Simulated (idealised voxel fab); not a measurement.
Process module in this document: voxel self aligned vias
This is section cut - it's 285 nm across, gridded in 5 nm square cells.
For the purposes of this document, a cross-section shall be understood as a grid of square cells, specified as bands listed in top-to-bottom order, each band consisting of one or more rows of cells. Band: top height; bottom height; in nm. Then, left to right: material with width in nm, for each material. "throughout": a single material spanning edge to edge. "air": empty space. Heights are measured from 0, the level below which the as-received wafer is all one material; the lowest band has no bottom and continues downward, written as in "0 down". A width given as "30->40" starts at the first number in the band's top row and ends at the second number in its bottom row, shifting by an equal amount at every step from row to row. "stayed the same" -> step changed no cross-section cell. Enclosed voids (no open way to top), threshold 8 cells or more, entry "Trapped voids", notation width x height at distance, distance from left edge, nm. That trailing text on a step's line, after the settings, is the simulator's own remark on the step. "overlay nm" on a masked step: distance the mask lay right of its planned place, negative for left.
**Process steps foreseen in the plan**
1: RECEIVE | material Si
2: CONFORMAL_DEP | material SiO2 | thk nm 10
3: CONFORMAL_DEP | material SiCN | thk nm 5
4: DIRECTIONAL_DEP | material SiO2 | thk nm 30
5: MASKED_ETCH | tone open | mask id LINES | width nm 25 | pitch nm 60 | etch materials SiO2 | depth nm 30 | overlay nm 0
6: CONFORMAL_DEP | material TiN | thk nm 5
7: FILL_DEP | material Ru | thk nm 5
8: CMP | height nm 45
9: SELECTIVE_ETCH | etch materials W Ru TiN | depth nm 10
10: FILL_DEP | material SiN | thk nm 5
11: CMP | height nm 45
12: DIRECTIONAL_DEP | material SiO2 | thk nm 20
13: DIRECTIONAL_DEP | material aC | thk nm 10
14: PATTERN | tone open | mask id VIAS | material resist | width nm 45 | pitch nm 60 | thk nm 30 | overlay nm 0
15: DIRECTIONAL_ETCH | etch materials aC | depth nm 10
16: STRIP | etch materials resist
17: DIRECTIONAL_ETCH | etch materials SiO2 | depth nm 20
18: DIRECTIONAL_ETCH | etch materials SiN | depth nm 10
19: STRIP | etch materials aC
20: CONFORMAL_DEP | material TiN | thk nm 5
21: FILL_DEP | material Ru | thk nm 10
22: CMP | height nm 65
23: CONFORMAL_DEP | material SiCN | thk nm 5
**The cross-section here shows the wafer as received, i.e. in its state after step 1**
* 0 down: Si throughout
* Trapped voids: none
**Wafer cross-section at module end: first of two, run to plan**
* 70 to 65: SiCN throughout
* 65 to 50: 90 of SiO2 | 5 of TiN | 35 of Ru | 5 of TiN | 15 of SiO2 | 5 of TiN | 35 of Ru | 5 of TiN | 90 of SiO2
* 50 to 40: 90->100 of SiO2 | 15->5 of TiN | 15 of Ru | 15->5 of TiN | 15->35 of SiO2 | 15->5 of TiN | 15 of Ru | 15->5 of TiN | 90->100 of SiO2
* 40 to 35: 100 of SiO2 | 25 of TiN | 35 of SiO2 | 25 of TiN | 100 of SiO2
* 35 to 20: 100 of SiO2 | 5 of TiN | 15 of Ru | 5 of TiN | 35 of SiO2 | 5 of TiN | 15 of Ru | 5 of TiN | 100 of SiO2
* 20 to 15: 100 of SiO2 | 25 of TiN | 35 of SiO2 | 25 of TiN | 100 of SiO2
* 15 to 10: SiCN throughout
* 10 to 0: SiO2 throughout
* 0 down: Si throughout
* Trapped voids: none
**End-of-module cross-section of the second wafer: identical starting point and process plan to the first, with one processing mistake**
* 70 to 65: SiCN throughout
* 65 to 50: 90 of SiO2 | 5 of TiN | 35 of Ru | 5 of TiN | 15 of SiO2 | 5 of TiN | 35 of Ru | 5 of TiN | 90 of SiO2
* 50 to 40: 90->110 of SiO2 | 25->5 of TiN | 15 of Ru | 5 of TiN | 15->35 of SiO2 | 25->5 of TiN | 15 of Ru | 5 of TiN | 90 of SiO2
* 40 to 35: 110 of SiO2 | 25 of TiN | 35 of SiO2 | 25 of TiN | 90 of SiO2
* 35 to 20: 110 of SiO2 | 5 of TiN | 15 of Ru | 5 of TiN | 35 of SiO2 | 5 of TiN | 15 of Ru | 5 of TiN | 90 of SiO2
* 20 to 15: 110 of SiO2 | 25 of TiN | 35 of SiO2 | 25 of TiN | 90 of SiO2
* 15 to 10: SiCN throughout
* 10 to 0: SiO2 throughout
* 0 down: Si throughout
* Trapped voids: none
Nonconformance to the process plan: heads up, step 5 didn't go per plan, it actually ran as MASKED_ETCH | tone open | mask id LINES | width nm 25 | pitch nm 60 | etch materials SiO2 | depth nm 30 | overlay nm 10
By the end, you'd get the same cell count for each material on either wafer, but the second wafer puts them somewhere else.
